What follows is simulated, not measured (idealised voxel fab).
process module | voxel ribs on slabs
cross-section cut | 150 nm wide | cells 5 nm
A cross-section is a grid of square cells, given in bands from the top down. A band is one or more rows of cells.
Each band's line starts with the height of the band's top and of its bottom, in nm. Then come its materials from left to right, each with its width in nm. One material with "throughout" fills the band from edge to edge. "air" is empty space.
Height 0 is the level under which the wafer as received is all one material. The lowest band goes on downwards, as in "0 down".
A width such as "30 to 40" changes by the same amount from each row of cells to the next, from the band's top row to its bottom row.
"no change" after a step means that no cell of the cross-section changed.
closed voids: empty space of 8 cells or more with no open way to the top, each as width x height at its distance from the left edge, in nm
after a step's settings: what the simulator itself notes on the step
overlay nm, on a step with a mask: how far to the right of its planned place the mask lay; to the left if negative
plan
1 op RECEIVE | material Si
2 op DIRECTIONAL_DEP | material SiO2 | thk nm 20
3 op DIRECTIONAL_DEP | material SiN | thk nm 25
4 op MASKED_ETCH | tone cover | mask id RIB | width nm 25 | etch materials SiN | depth nm 15 | overlay nm 0
5 op MASKED_ETCH | tone cover | mask id SLAB | width nm 75 | etch materials SiN | depth nm 10 | overlay nm 0
6 op FILL_DEP | material SiO2 | thk nm 15
7 op CMP | height nm 55
8 op DIRECTIONAL_DEP | material W | thk nm 10
9 op DIRECTIONAL_DEP | material aC | thk nm 15
10 op PATTERN | tone cover | mask id HEATER | material resist | width nm 35 | thk nm 30 | overlay nm 0
11 op DIRECTIONAL_ETCH | etch materials aC | depth nm 15
12 op STRIP | etch materials resist
13 op DIRECTIONAL_ETCH | etch materials W | depth nm 10
14 op STRIP | etch materials aC
15 op CONFORMAL_DEP | material SiO2 | thk nm 5
as received, after step 1
  0 down: Si throughout
  closed voids: none
a wafer at the end: this start, this plan, one mistake
  70 to 65: air 50 | SiO2 45 | air 55
  65 to 60: air 50 | SiO2 5 | W 35 | SiO2 5 | air 55
  60 to 55: SiO2 55 | W 35 | SiO2 60
  55 to 45: SiO2 throughout
  45 to 30: SiO2 60 | SiN 25 | SiO2 65
  30 to 20: SiO2 35 | SiN 75 | SiO2 40
  20 to 0: W throughout
  0 down: Si throughout
  closed voids: none
what went wrong: step 2 ran as: op DIRECTIONAL_DEP | material W | thk nm 20
